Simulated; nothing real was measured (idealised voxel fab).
The process module presented herein is designated voxel wiring stack.
Square cell edge 5 nm, section width 250 nm, ID cut.
In this document a cross-section is written as a grid of square cells. It is given as a series of bands, listed from the top down, and a band is one or more rows of cells. The entry gives the band's vertical extent as a top height and a bottom height in nm, then its horizontal make-up as materials from left to right, each with a width in nm. "blank" stands for empty space; a single material marked "edge to edge" fills the band edge to edge. Heights from 0 (as-received wafer is one material below). Bottom band endless downward, as "z 0 and below". You'd read "30..40" like this: the band's top row of cells is as wide as the first number, its bottom row is as wide as the second, and going down, every row changes width by the same amount as the row before did. "no alteration" after a step means that no cell of the cross-section changed. The entry "Closed cavities" lists the empty spaces that cover at least 8 cells and have no open path to the top. Each is written as width x height at distance, where the distance is measured from the left edge and all three values are in nm. If you see something after the settings on a step's line, that's the simulator's own remark about that step. overlay nm: where the mask lay relative to plan, measured to the right, on steps with a mask; negatives go left.

The process steps that were planned are listed below:
step 1: RECEIVE, material Si
step 2: CONFORMAL_DEP, material SiO2, thk nm 10
step 3: DIRECTIONAL_DEP, material TiN, thk nm 5
step 4: DIRECTIONAL_DEP, material W, thk nm 25
step 5: PATTERN, tone cover, mask id METAL_1, material resist, width nm 30, pitch nm 55, thk nm 20, overlay nm 0
step 6: DIRECTIONAL_ETCH, etch materials W, depth nm 25
step 7: DIRECTIONAL_ETCH, etch materials TiN, depth nm 5
step 8: STRIP, etch materials resist
step 9: CONFORMAL_DEP, material SiN, thk nm 5
step 10: FILL_DEP, material SiO2, thk nm 10
step 11: CMP, height nm 40
step 12: CONFORMAL_DEP, material SiCN, thk nm 5
step 13: DIRECTIONAL_DEP, material SiO2, thk nm 30
step 14: PATTERN, tone open, mask id METAL_2_HOLES, material resist, width nm 15, pitch nm 55, thk nm 20, overlay nm 0
step 15: DIRECTIONAL_ETCH, etch materials SiO2, depth nm 30
step 16: STRIP, etch materials resist
step 17: PATTERN, tone open, mask id METAL_2, material resist, width nm 30, pitch nm 55, thk nm 20, overlay nm 0
step 18: DIRECTIONAL_ETCH, etch materials SiO2, depth nm 20
step 19: DIRECTIONAL_ETCH, etch materials SiCN, depth nm 5
step 20: STRIP, etch materials resist
step 21: CONFORMAL_DEP, material TiN, thk nm 5
step 22: FILL_DEP, material Ru, thk nm 5
step 23: CMP, height nm 75
step 24: CONFORMAL_DEP, material SiCN, thk nm 5
step 25: DIRECTIONAL_DEP, material SiO2, thk nm 35
step 26: MASKED_ETCH, tone open, mask id METAL_3_HOLES, width nm 15, pitch nm 55, etch materials SiO2, depth nm 35, overlay nm 0
step 27: MASKED_ETCH, tone open, mask id METAL_3, width nm 30, pitch nm 55, etch materials SiO2, depth nm 20, overlay nm 0
step 28: MASKED_ETCH, tone open, mask id METAL_3, width nm 30, pitch nm 55, etch materials SiCN, depth nm 5, overlay nm 0
step 29: CONFORMAL_DEP, material TiN, thk nm 5
step 30: FILL_DEP, material Cu, thk nm 10
step 31: CMP, height nm 115
step 32: CONFORMAL_DEP, material SiCN, thk nm 5

Step 1 complete: cross-section of the wafer as received:
	z 0 and below: Si edge to edge
	Closed cavities: none

Here's the wafer cut in cross-section after the module, started and planned just like above, except one thing was done wrong in the run:
	z 120 to 115: SiCN edge to edge
	z 115 to 100: SiO2: 80  TiN: 5  Cu: 20  TiN: 5  SiO2: 25  TiN: 5  Cu: 20  TiN: 5  SiO2: 85
	z 100 to 95: SiO2: 80  TiN: 5  Cu: 5  TiN: 20  SiO2: 25  TiN: 5  Cu: 5  TiN: 20  SiO2: 85
	z 95 to 80: SiO2: 80  TiN: 5  Cu: 5  TiN: 5  SiO2: 40  TiN: 5  Cu: 5  TiN: 5  SiO2: 100
	z 80 to 75: SiCN: 80  TiN: 15  SiCN: 40  TiN: 15  SiCN: 100
	z 75 to 60: SiO2: 80  TiN: 5  Ru: 20  TiN: 5  SiO2: 25  TiN: 5  Ru: 20  TiN: 5  SiO2: 85
	z 60 to 55: SiO2: 80  TiN: 5  Ru: 5  TiN: 20  SiO2: 25  TiN: 5  Ru: 5  TiN: 20  SiO2: 85
	z 55 to 45: SiO2: 80  TiN: 5  Ru: 5  TiN: 5  SiO2: 40  TiN: 5  Ru: 5  TiN: 5  SiO2: 100
	z 45 to 40: SiCN: 80  TiN: 15  SiCN: 40  TiN: 15  SiCN: 100
	z 40 to 15: SiO2: 80  SiN: 5  W: 25  SiN: 5  SiO2: 20  SiN: 5  W: 25  SiN: 5  SiO2: 80
	z 15 to 10: SiN: 85  TiN: 25  SiN: 30  TiN: 25  SiN: 85
	z 10 to 0: SiO2 edge to edge
	z 0 and below: Si edge to edge
	Closed cavities: none
The plan and the run diverged here: planned and actual differ for step 5; actual: PATTERN, tone cover, mask id METAL_1, material resist, width nm 25, pitch nm 55, thk nm 20, overlay nm 0
